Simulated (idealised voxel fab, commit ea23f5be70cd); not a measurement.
Title: Process Module voxel released beams
Shown is cross-section cut, with a width of 205 nm and square cells of size 5 nm.
Square cells in a grid make up a cross-section in this document, and the grid is given as bands, listed from the top down, each one or more rows of cells. This entry defines a band. It first specifies the height of the band's top and the height of its bottom in nm, and then specifies the band's materials from left to right, stating each material with its width in nm. The word "edge to edge" identifies a single material that fills the band from edge to edge, while the word "empty" identifies empty space. Measure heights from 0. That's the level where, below it, the as-received wafer is all one material. The lowest band is bottomless and extends downward; write it as in "z 0 and below". Per-row width for "30->40": begins at first number (top row of band), ends at second number (bottom row), increment between rows held constant. What does "all unchanged" mean for a step? It means no cell of the cross-section changed in that step. This entry, "Unvented internal voids", enumerates those empty regions of no fewer than 8 cells that possess no open connection to the top. Each region is reported in the form width x height at distance, the distance being taken from the left edge, with all three quantities expressed in nm. Step line, after settings: the simulator's comment on this step. "overlay nm" denotes, for a step that has a mask, the displacement of the mask to the right of its planned place, with negative values corresponding to the left. Guide to the pairs. Each holds a before and an after cross-section around one process step; the after cross-section is cut off at the lowest band that changed. Look under the pair for the step between them and its settings. Pairs can come from different runs of this module on the same starting wafer, so a pair follows on from the one above it only where its entry headed "State on entry" says it does.
# State on entry
z 75 to 45 = 50 empty  100 resist  55 empty
z 45 to 35 = 45 empty  55 aC  50 resist  55 empty
z 35 to 30 = 45 empty  55 polySi  50 resist  55 empty
z 30 to 25 = 45 aC  55 polySi  105 aC
z 25 to 20 = 45 aC  10 polySi  35 SiO2  10 polySi  105 aC
z 20 to 10 = 55 polySi  35 SiO2  115 polySi
z 10 to 0 = Al2O3 edge to edge
z 0 and below = Si edge to edge
Unvented internal voids: none
# Post-Step Section View
z 65 to 45 = 50 empty  100 resist  55 empty
z 45 to 35 = 50 empty  50 aC  50 resist  55 empty
z 35 to 30 = 45 empty  55 polySi  50 resist  55 empty
z 30 to 25 = 45 empty  55 polySi  50 aC  55 empty
z 25 to 20 = 45 empty  10 polySi  35 SiO2  10 polySi  50 aC  55 empty
Under the height 20 nothing was changed.
Unvented internal voids: none
What sits between those two cross-sections? DIRECTIONAL_ETCH: etch materials aC, depth nm 10
State on entry: see preceding pair, after cross-section.
# Post-Step Section View
z 45 to 35 = 50 empty  50 aC  105 empty
z 35 to 30 = 45 empty  55 polySi  105 empty
Under the height 30 nothing was changed.
Unvented internal voids: none
What sits between those two cross-sections? STRIP: etch materials resist
State on entry: see preceding pair, after cross-section.
# Post-Step Section View
z 45 to 35 = 50 empty  50 aC  105 empty
z 35 to 30 = 50 empty  50 polySi  105 empty
z 30 to 25 = 50 empty  50 polySi  50 aC  55 empty
z 25 to 20 = 45 empty  10 polySi  35 SiO2  10 polySi  50 aC  55 empty
z 20 to 10 = 45 empty  10 polySi  35 SiO2  60 polySi  55 empty
Under the height 10 nothing was changed.
Unvented internal voids: none
What sits between those two cross-sections? DIRECTIONAL_ETCH: etch materials polySi, depth nm 10
State on entry: see preceding pair, after cross-section.
# Post-Step Section View
z 35 to 25 = 50 empty  50 polySi  105 empty
z 25 to 20 = 45 empty  10 polySi  35 SiO2  10 polySi  105 empty
Under the height 20 nothing was changed.
Unvented internal voids: none
What sits between those two cross-sections? STRIP: etch materials aC
